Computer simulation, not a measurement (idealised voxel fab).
process module | voxel transistor to metal
cross-section cut | 150 nm wide | cells 5 nm
A cross-section is a grid of square cells, given in bands from the top down. A band is one or more rows of cells.
Each band's line starts with the height of the band's top and of its bottom, in nm. Then come its materials from left to right, each with its width in nm. One material with "throughout" fills the band from edge to edge. "air" is empty space.
Height 0 is the level under which the wafer as received is all one material. The lowest band goes on downwards, as in "0 down".
A width such as "30 to 40" changes by the same amount from each row of cells to the next, from the band's top row to its bottom row.
"no change" after a step means that no cell of the cross-section changed.
closed voids: empty space of 8 cells or more with no open way to the top, each as width x height at its distance from the left edge, in nm
after a step's settings: what the simulator itself notes on the step
overlay nm, on a step with a mask: how far to the right of its planned place the mask lay; to the left if negative
plan
1 op RECEIVE | material Si
2 op OXIDIZE | depth nm 5
3 op CONFORMAL_DEP | material SiN | thk nm 15
4 op DIRECTIONAL_DEP | material aC | thk nm 10
5 op PATTERN | tone cover | mask id ACTIVE | material resist | width nm 105 | thk nm 25 | overlay nm 0
6 op DIRECTIONAL_ETCH | etch materials aC | depth nm 10
7 op STRIP | etch materials resist
8 op DIRECTIONAL_ETCH | etch materials SiN | depth nm 15
9 op DIRECTIONAL_ETCH | etch materials SiO2 | depth nm 5
10 op DIRECTIONAL_ETCH | etch materials Si | depth nm 30
11 op STRIP | etch materials aC
12 op FILL_DEP | material SiO2 | thk nm 10
13 op CMP | height nm 15
14 op SELECTIVE_ETCH | etch materials SiO2 | depth nm 15
15 op STRIP | etch materials SiN
16 op SELECTIVE_ETCH | etch materials SiO2 | depth nm 5
17 op OXIDIZE | depth nm 5
18 op DIRECTIONAL_DEP | material polySi | thk nm 30
19 op DIRECTIONAL_DEP | material SiCN | thk nm 15
20 op DIRECTIONAL_DEP | material aC | thk nm 10
21 op PATTERN | tone cover | mask id GATE | material resist | width nm 25 | thk nm 25 | overlay nm 0
22 op DIRECTIONAL_ETCH | etch materials aC | depth nm 10
23 op STRIP | etch materials resist
24 op DIRECTIONAL_ETCH | etch materials SiCN | depth nm 25
25 op DIRECTIONAL_ETCH | etch materials polySi | depth nm 40
26 op STRIP | etch materials aC
27 op CONFORMAL_DEP | material SiN | thk nm 10
28 op DIRECTIONAL_ETCH | etch materials SiN | depth nm 10
29 op DIRECTIONAL_ETCH | etch materials SiO2 | depth nm 5
30 op DIRECTIONAL_ETCH | etch materials Si | depth nm 10
31 op EPI | material pSi | thk nm 10
32 op FILL_DEP | material SiO2 | thk nm 5
33 op CMP | height nm 25
34 op STRIP | etch materials polySi
35 op SELECTIVE_ETCH | etch materials SiO2 | depth nm 5
36 op CONFORMAL_DEP | material HfO2 | thk nm 5
37 op CONFORMAL_DEP | material TiN | thk nm 5
38 op FILL_DEP | material W | thk nm 5
39 op CMP | height nm 20
40 op DIRECTIONAL_DEP | material SiO2 | thk nm 15
41 op MASKED_ETCH | tone open | mask id CONTACT | width nm 20 | pitch nm 75 | etch materials SiO2 | depth nm 45 | overlay nm 0
42 op CONFORMAL_DEP | material TiN | thk nm 5
43 op FILL_DEP | material W | thk nm 5
44 op CMP | height nm 35
45 op DIRECTIONAL_DEP | material TiN | thk nm 5
46 op DIRECTIONAL_DEP | material W | thk nm 20
47 op MASKED_ETCH | tone cover | mask id METAL_1 | width nm 20 | pitch nm 75 | etch materials W | depth nm 20 | overlay nm 0
48 op MASKED_ETCH | tone cover | mask id METAL_1 | width nm 20 | pitch nm 75 | etch materials TiN | depth nm 5 | overlay nm 0
49 op CONFORMAL_DEP | material SiCN | thk nm 5
50 op FILL_DEP | material SiO2 | thk nm 5
51 op CMP | height nm 60
52 op CONFORMAL_DEP | material SiCN | thk nm 5
as received, after step 1
  0 down: Si throughout
  closed voids: none
first wafer at the end, as planned
  65 to 60: SiCN throughout
  60 to 40: SiO2 20 | SiCN 5 | W 20 | SiCN 5 | SiO2 45 | SiCN 5 | W 20 | SiCN 5 | SiO2 25
  40 to 35: SiCN 25 | TiN 20 | SiCN 55 | TiN 20 | SiCN 30
  35 to 20: SiO2 25 | TiN 5 | W 10 | TiN 5 | SiO2 55 | TiN 5 | W 10 | TiN 5 | SiO2 30
  20 to 5: SiO2 25 | TiN 5 | W 10 | TiN 5 | SiO2 5 | SiN 10 | HfO2 5 | TiN 5 | W 5 | TiN 5 | HfO2 5 | SiN 10 | SiO2 5 | TiN 5 | W 10 | TiN 5 | SiO2 30
  5 to 0: SiO2 25 | TiN 5 | W 5 | TiN 10 | SiO2 5 | SiN 10 | HfO2 5 | TiN 5 | W 5 | TiN 5 | HfO2 5 | SiN 10 | SiO2 5 | TiN 10 | W 5 | TiN 5 | SiO2 30
  0 to -5: SiO2 25 | TiN 5 | W 5 | TiN 5 | pSi 10 | SiN 10 | HfO2 5 | TiN 15 | HfO2 5 | SiN 10 | pSi 10 | TiN 5 | W 5 | TiN 5 | SiO2 30
  -5 to -10: SiO2 25 | TiN 15 | pSi 10 | SiO2 5 | HfO2 35 | SiO2 5 | pSi 10 | TiN 15 | SiO2 30
  -10 to -20: SiO2 20 | pSi 30 | Si 45 | pSi 30 | SiO2 25
  -20 to -35: SiO2 20 | Si 105 | SiO2 25
  -35 down: Si throughout
  closed voids: none
second wafer at the end: like start, like plan, one mistake
  65 to 60: SiCN throughout
  60 to 45: W 25 | SiCN 5 | SiO2 10 | SiCN 5 | W 55 | SiCN 5 | SiO2 10 | SiCN 5 | W 30
  45 to 40: W 25 | SiCN 20 | W 55 | SiCN 20 | W 30
  40 to 35: TiN throughout
  35 to 20: SiO2 25 | TiN 5 | W 10 | TiN 5 | SiO2 55 | TiN 5 | W 10 | TiN 5 | SiO2 30
  20 to 5: SiO2 25 | TiN 5 | W 10 | TiN 5 | SiO2 5 | SiN 10 | HfO2 5 | TiN 5 | W 5 | TiN 5 | HfO2 5 | SiN 10 | SiO2 5 | TiN 5 | W 10 | TiN 5 | SiO2 30
  5 to 0: SiO2 25 | TiN 5 | W 5 | TiN 10 | SiO2 5 | SiN 10 | HfO2 5 | TiN 5 | W 5 | TiN 5 | HfO2 5 | SiN 10 | SiO2 5 | TiN 10 | W 5 | TiN 5 | SiO2 30
  0 to -5: SiO2 25 | TiN 5 | W 5 | TiN 5 | pSi 10 | SiN 10 | HfO2 5 | TiN 15 | HfO2 5 | SiN 10 | pSi 10 | TiN 5 | W 5 | TiN 5 | SiO2 30
  -5 to -10: SiO2 25 | TiN 15 | pSi 10 | SiO2 5 | HfO2 35 | SiO2 5 | pSi 10 | TiN 15 | SiO2 30
  -10 to -20: SiO2 20 | pSi 30 | Si 45 | pSi 30 | SiO2 25
  -20 to -35: SiO2 20 | Si 105 | SiO2 25
  -35 down: Si throughout
  closed voids: none
what went wrong: step 47 ran as: op MASKED_ETCH | tone open | mask id METAL_1 | width nm 20 | pitch nm 75 | etch materials W | depth nm 20 | overlay nm 0
at the end the second wafer has, in cells: 18 fewer of SiCN | 60 fewer of SiO2 | 22 more of TiN | 56 more of W
